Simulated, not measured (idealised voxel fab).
A process module follows: voxel released beams.
We display cut, a cross-section 195 nm in width whose square cells are each 5 nm.
Reading order for cross-sections: top band down to bottom band. Underlying form: a grid of square cells. Band size: one or more rows of cells.
Band: top height; bottom height; in nm. Then, left to right: material with width in nm, for each material. "throughout": a single material spanning edge to edge. "air": empty space.
Height is counted from the level 0, under which the received wafer is composed throughout of one material. The lowest of the bands is not closed at the bottom but continues downward, in the notation "0 -> down".
A width given as "30 to 40" starts at the first number in the band's top row and ends at the second number in its bottom row, shifting by an equal amount at every step from row to row.
"remains unaltered" after a step means that no cell of the cross-section changed.
Each empty space that has no open way to the top and spans at least 8 cells appears under "Closed void list" as width x height at distance, the distance counted from the left edge, all in nm.
If you see something after the settings on a step's line, that's the simulator's own remark about that step.
Steps that use a mask can have "overlay nm" on their line. It says how far the mask sat to the right of where it was meant to be. Negative means to the left.
plan
1. RECEIVE [material Si]
2. CONFORMAL_DEP [material Al2O3] [thk nm 10]
3. DIRECTIONAL_DEP [material SiO2] [thk nm 20]
4. MASKED_ETCH [tone open] [mask id ANCHOR] [width nm 35] [etch materials SiO2] [depth nm 20] [overlay nm 0]
5. CONFORMAL_DEP [material SiN] [thk nm 15]
6. PATTERN [tone cover] [mask id BEAM] [material resist] [width nm 100] [thk nm 15] [overlay nm 0]
7. DIRECTIONAL_ETCH [etch materials SiN] [depth nm 15]
8. STRIP [etch materials resist]
9. STRIP [etch materials SiO2]
Shown in cross-section is the wafer as received, that is, as it stands after step 1
0 -> down  Si throughout
Closed void list: none
First wafer of two, sectioned at end of module; run went per plan
45 -> 30  air 45 | SiN 20 | air 5 | SiN 75 | air 50
30 -> 25  air 50 | SiN 15 | air 5 | SiN 15 | air 110
25 -> 10  air 50 | SiN 35 | air 110
10 -> 0  Al2O3 throughout
0 -> down  Si throughout
Closed void list: none
Wafer two, sectioned after the module: the first wafer's start, the first wafer's plan, and one mistake in how it was run
45 -> 30  air 45 | SiN 15 | air 5 | SiN 80 | air 50
30 -> 25  air 45 | SiN 15 | air 5 | SiN 15 | air 115
25 -> 10  air 45 | SiN 35 | air 115
10 -> 0  Al2O3 throughout
0 -> down  Si throughout
Closed void list: none
Plan not followed: contrary to plan, step 4 was performed as MASKED_ETCH [tone open] [mask id ANCHOR] [width nm 35] [etch materials SiO2] [depth nm 20] [overlay nm -5]
Heads up: at the end the two wafers have identical cell counts per material, they're just laid out differently.
